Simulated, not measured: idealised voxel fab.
Presented below is a process module, voxel air gaps.
Section cut is 155 nm wide and gridded with 5 nm square cells.
In what follows, cross-sections appear as grids of square cells, described through bands that run from the top down, where every band is one or more rows of cells.
Heights first: top, then bottom, in nm. Then materials, left to right, each with a width in nm. "all across" on a single material: fills the band edge to edge. "empty": empty space.
Heights are reckoned from 0. Under this level, the received wafer is all of one material. The bottommost band is open-ended downward, for example "0 and below".
With a width like "30->40", each row of cells in the band differs from the next by the same amount, the top row carrying the first number and the bottom row the second.
No cell of the cross-section changed in a step that is given as "identical to before".
Enclosed voids (no open way to top), threshold 8 cells or more, entry "Trapped cavities", notation width x height at distance, distance from left edge, nm.
Formally, on a step line, whatever follows the settings is a remark that the simulator itself makes on the step.
A step line may carry the setting "overlay nm", which, for steps involving a mask, states the distance by which the mask lay to the right of its intended position; negative values denote displacement to the left.
## The following list gives the planned process steps
- 1: RECEIVE: material Si
- 2: CONFORMAL_DEP: material SiO2, thk nm 15
- 3: CONFORMAL_DEP: material SiCN, thk nm 5
- 4: DIRECTIONAL_DEP: material lowk, thk nm 35
- 5: PATTERN: tone open, mask id LINES, material resist, width nm 15, pitch nm 40, thk nm 15, overlay nm 0
- 6: DIRECTIONAL_ETCH: etch materials lowk, depth nm 35
- 7: STRIP: etch materials resist
- 8: CONFORMAL_DEP: material TiN, thk nm 5
- 9: FILL_DEP: material W, thk nm 5
- 10: CMP: height nm 55
- 11: EPI: material Ru, thk nm 10
- 12: SELECTIVE_ETCH: etch materials lowk, depth nm 45
- 13: CONFORMAL_DEP: material SiCN, thk nm 5
## Cross-section of the wafer as it came to us, i.e., already through step 1
	0 and below  Si all across
	Trapped cavities: none
## One mistake in running the module, otherwise start and plan as above: cross-section at the end
	70 down to 65  empty: 15 | SiCN: 130 | empty: 10
	65 down to 55  empty: 15 | SiCN: 5 | Ru: 120 | SiCN: 5 | empty: 10
	55 down to 50  empty: 15 | SiCN: 15 | TiN: 5 | W: 10 | TiN: 5 | lowk: 20 | TiN: 5 | W: 10 | TiN: 5 | lowk: 20 | TiN: 5 | W: 10 | TiN: 5 | SiCN: 15 | empty: 10
	50 down to 25  empty: 25 | SiCN: 5 | TiN: 5 | W: 10 | TiN: 5 | lowk: 20 | TiN: 5 | W: 10 | TiN: 5 | lowk: 20 | TiN: 5 | W: 10 | TiN: 5 | SiCN: 5 | empty: 20
	25 down to 20  SiCN: 30 | TiN: 20 | lowk: 20 | TiN: 20 | lowk: 20 | TiN: 20 | SiCN: 25
	20 down to 15  SiCN all across
	15 down to 0  SiO2 all across
	0 and below  Si all across
	Trapped cavities: none
The plan and the run diverged here: contrary to plan, step 5 was performed as PATTERN: tone open, mask id LINES, material resist, width nm 20, pitch nm 40, thk nm 15, overlay nm 0
